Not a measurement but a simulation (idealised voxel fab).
The name of this process module is voxel self aligned contacts.
cross-section cut | 275 nm wide | cells 5 nm
Throughout this document, each cross-section is represented as a grid of square cells and is presented as a sequence of bands enumerated from the top downward, where a band comprises one or more rows of cells. Within each band entry, the heights of the top and of the bottom of the band appear first, in that order and in nm; the materials of the band then follow from left to right, each with its corresponding width in nm. The designation "all across" on a single material indicates that it fills the band from edge to edge; the designation "blank" indicates empty space. It should be noted that heights are counted from 0, beneath which the wafer as supplied is of one material throughout, and that the lowest band possesses no lower boundary but continues downward, as written in "0 down". Read "30->40" as a graded width: first number on top, second number at the bottom, same change between each pair of neighbouring rows. Where the words "no alterations made" appear for a step, the cross-section shows no cell changed by that step; every cell remained as before. Look at "Enclosed internal cavities" for the closed voids: empty spaces with no open path to the top, sized 8 cells or up. Each is width x height at distance, distance from the left edge, all nm. Post-settings text on a step line: simulator's own remark regarding the step. Steps that use a mask can have "overlay nm" on their line. It says how far the mask sat to the right of where it was meant to be. Negative means to the left. Note on reading: below, each pair holds a cross-section from before one process step and one from after it; the one from after shows only down to the lowest band that changed. Beneath the pair, the step in between is stated along with its settings. The pairs can stem from different runs of this module on the same starting wafer. Where a pair's entry headed "Pre-step" says so, and only there, that pair continues from the pair above it.

-- Pre-step
    100 to 65  resist 110  blank 50  resist 115
    65 to 50  aC all across
    50 to 40  SiO2 all across
    40 to 25  SiN 90  SiO2 25  SiN 40  SiO2 25  SiN 95
    25 to 0  polySi 85  SiN 5  SiO2 25  SiN 5  polySi 30  SiN 5  SiO2 25  SiN 5  polySi 90
    0 to -5  SiO2 all across
    -5 down  Si all across
    Enclosed internal cavities: none

-- As Processed
    85 to 65  resist 110  blank 50  resist 115
    65 to 50  aC 110  blank 50  aC 115
    Note: structure below 50 unchanged.
    Enclosed internal cavities: none
It is this step that lies between the two cross-sections above: DIRECTIONAL_ETCH (etch materials aC; depth nm 15)

Pre-step: Reference is made to the cross-section shown after the step in the pair directly above, which represents the state prior to this step.

-- As Processed
    65 to 50  aC 110  blank 50  aC 115
    Note: structure below 50 unchanged.
    Enclosed internal cavities: none
It is this step that lies between the two cross-sections above: STRIP (etch materials resist)

Pre-step: Reference is made to the cross-section shown after the step in the pair directly above, which represents the state prior to this step.

-- As Processed
    65 to 50  aC 110  blank 50  aC 115
    50 to 40  SiO2 110  blank 50  SiO2 115
    40 to 25  SiN 90  SiO2 20  blank 5  SiN 40  blank 5  SiO2 20  SiN 95
    25 to 0  polySi 85  SiN 5  SiO2 20  blank 5  SiN 5  polySi 30  SiN 5  blank 5  SiO2 20  SiN 5  polySi 90
    0 to -5  SiO2 110  blank 5  SiO2 40  blank 5  SiO2 115
    Note: structure below -5 unchanged.
    Enclosed internal cavities: none
It is this step that lies between the two cross-sections above: DIRECTIONAL_ETCH (etch materials SiO2; depth nm 55)

Pre-step: Reference is made to the cross-section shown after the step in the pair directly above, which represents the state prior to this step.

-- As Processed
    50 to 40  SiO2 110  blank 50  SiO2 115
    Note: structure below 40 unchanged.
    Enclosed internal cavities: none
It is this step that lies between the two cross-sections above: STRIP (etch materials aC)

Pre-step: Reference is made to the cross-section shown after the step in the pair directly above, which represents the state prior to this step.

-- As Processed
    55 to 50  TiN 115  blank 40  TiN 120
    50 to 45  SiO2 110  TiN 5  blank 40  TiN 5  SiO2 115
    45 to 40  SiO2 110  TiN 50  SiO2 115
    40 to 25  SiN 90  SiO2 20  TiN 5  SiN 40  TiN 5  SiO2 20  SiN 95
    25 to 0  polySi 85  SiN 5  SiO2 20  TiN 5  SiN 5  polySi 30  SiN 5  TiN 5  SiO2 20  SiN 5  polySi 90
    0 to -5  SiO2 110  TiN 5  SiO2 40  TiN 5  SiO2 115
    Note: structure below -5 unchanged.
    Enclosed internal cavities: none
It is this step that lies between the two cross-sections above: CONFORMAL_DEP (material TiN; thk nm 5)

Pre-step: Reference is made to the cross-section shown after the step in the pair directly above, which represents the state prior to this step.

-- As Processed
    60 to 55  Ru all across
    55 to 50  TiN 115  Ru 40  TiN 120
    50 to 45  SiO2 110  TiN 5  Ru 40  TiN 5  SiO2 115
    Note: structure below 45 unchanged.
    Enclosed internal cavities: none
It is this step that lies between the two cross-sections above: FILL_DEP (material Ru; thk nm 5)

Pre-step: Reference is made to the cross-section shown after the step in the pair directly above, which represents the state prior to this step.

-- As Processed
    50 to 45  SiO2 110  TiN 5  Ru 40  TiN 5  SiO2 115
    Note: structure below 45 unchanged.
    Enclosed internal cavities: none
It is this step that lies between the two cross-sections above: CMP (height nm 50)

Pre-step: Reference is made to the cross-section shown after the step in the pair directly above, which represents the state prior to this step.

-- As Processed
    55 to 50  SiN all across
    Note: structure below 50 unchanged.
    Enclosed internal cavities: none
It is this step that lies between the two cross-sections above: CONFORMAL_DEP (material SiN; thk nm 5)
